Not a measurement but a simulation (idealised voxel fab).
Title: Process Module voxel self aligned contacts
FYI the section here is cut, 230 nm wide, cells are 5 nm squares.
This document writes a cross-section as a grid whose cells are square, and gives it as bands, listed from the top down; one or more rows of cells form a band.
Heads up on the band format: heights come first, top then bottom, in nm. After that it's the materials left to right, each with its width in nm. A single material flagged "all across" fills the whole band edge to edge, and "empty" means there's empty space there.
The reference from which all heights are counted is 0, the level beneath which the as-received wafer is entirely one material; the lowest band, having no lower bound, proceeds downward and is written after the example "0 down".
With a width like "30->40", each row of cells in the band differs from the next by the same amount, the top row carrying the first number and the bottom row the second.
The designation "no change", where it is given for a processing step, indicates that no cell of the cross-section was altered in the course of that step.
In the "Enclosed void catalog" entry, you get each enclosed empty space of 8 cells or more, one with no open way to the top, written width x height at distance, distance from the left edge, in nm.
On each step's line, the part that comes after the settings is the simulator's own comment on the step.
The "overlay nm" setting may appear on a step's line; for a step that uses a mask, it gives how far to the right of its planned position the mask lay, and a negative value indicates the left.
### Process steps (planned)
step 1: op RECEIVE | material Si
step 2: op OXIDIZE | depth nm 5
step 3: op DIRECTIONAL_DEP | material polySi | thk nm 20
step 4: op DIRECTIONAL_DEP | material SiN | thk nm 25
step 5: op MASKED_ETCH | tone cover | mask id GATE | width nm 35 | pitch nm 75 | etch materials SiN | depth nm 25 | overlay nm 0
step 6: op MASKED_ETCH | tone cover | mask id GATE | width nm 35 | pitch nm 75 | etch materials polySi | depth nm 20 | overlay nm 0
step 7: op CONFORMAL_DEP | material SiN | thk nm 10
step 8: op DIRECTIONAL_ETCH | etch materials SiN | depth nm 10
step 9: op FILL_DEP | material SiO2 | thk nm 15
step 10: op CMP | height nm 50
step 11: op DIRECTIONAL_DEP | material aC | thk nm 10
step 12: op PATTERN | tone open | mask id CONTACT | material resist | width nm 60 | pitch nm 75 | thk nm 30 | overlay nm 0
step 13: op DIRECTIONAL_ETCH | etch materials aC | depth nm 10
step 14: op STRIP | etch materials resist
step 15: op DIRECTIONAL_ETCH | etch materials SiO2 | depth nm 55
step 16: op STRIP | etch materials aC
step 17: op CONFORMAL_DEP | material TiN | thk nm 5
step 18: op FILL_DEP | material Ru | thk nm 10
step 19: op CMP | height nm 50
step 20: op CONFORMAL_DEP | material SiCN | thk nm 5
### Cross-section of the incoming wafer, state after step 1
0 down  Si all across
Enclosed void catalog: none
### Run as planned - first of the two wafers cross-sectioned at the end of the module
55 to 50  SiCN all across
50 to 45  SiO2 45 nm; TiN 25 nm; Ru 10 nm; TiN 25 nm; SiO2 15 nm; TiN 25 nm; Ru 10 nm; TiN 25 nm; SiO2 50 nm
45 to 20  SiO2 10 nm; SiN 55 nm; TiN 5 nm; Ru 10 nm; TiN 5 nm; SiN 55 nm; TiN 5 nm; Ru 10 nm; TiN 5 nm; SiN 55 nm; SiO2 15 nm
20 to 0  SiO2 10 nm; SiN 10 nm; polySi 35 nm; SiN 10 nm; TiN 5 nm; Ru 10 nm; TiN 5 nm; SiN 10 nm; polySi 35 nm; SiN 10 nm; TiN 5 nm; Ru 10 nm; TiN 5 nm; SiN 10 nm; polySi 35 nm; SiN 10 nm; SiO2 15 nm
0 to -5  SiO2 65 nm; TiN 20 nm; SiO2 55 nm; TiN 20 nm; SiO2 70 nm
-5 down  Si all across
Enclosed void catalog: none
### Wafer two cross-section, module end. Start and plan unchanged from wafer one; one mistake made during the run
55 to 50  SiCN all across
50 to 40  SiO2 10 nm; SiN 55 nm; TiN 5 nm; Ru 10 nm; TiN 5 nm; SiN 55 nm; TiN 5 nm; Ru 10 nm; TiN 5 nm; SiN 55 nm; SiO2 15 nm
40 to 25  SiO2 10 nm; SiN 10 nm; polySi 35 nm; SiN 10 nm; TiN 5 nm; Ru 10 nm; TiN 5 nm; SiN 10 nm; polySi 35 nm; SiN 10 nm; TiN 5 nm; Ru 10 nm; TiN 5 nm; SiN 10 nm; polySi 35 nm; SiN 10 nm; SiO2 15 nm
25 to 20  SiO2 10 nm; SiN 10 nm; polySi 35 nm; SiN 10 nm; TiN 20 nm; SiN 10 nm; polySi 35 nm; SiN 10 nm; TiN 20 nm; SiN 10 nm; polySi 35 nm; SiN 10 nm; SiO2 15 nm
20 to 0  polySi all across
0 to -5  SiO2 all across
-5 down  Si all across
Enclosed void catalog: none
Plan not followed: yeah, plan step 3 got run twice
The closing comparison, in cells, has the second wafer with more or fewer of some materials than the first: 20 fewer of Ru, 99 fewer of SiN, 29 fewer of SiO2, 36 fewer of TiN, 184 more of polySi
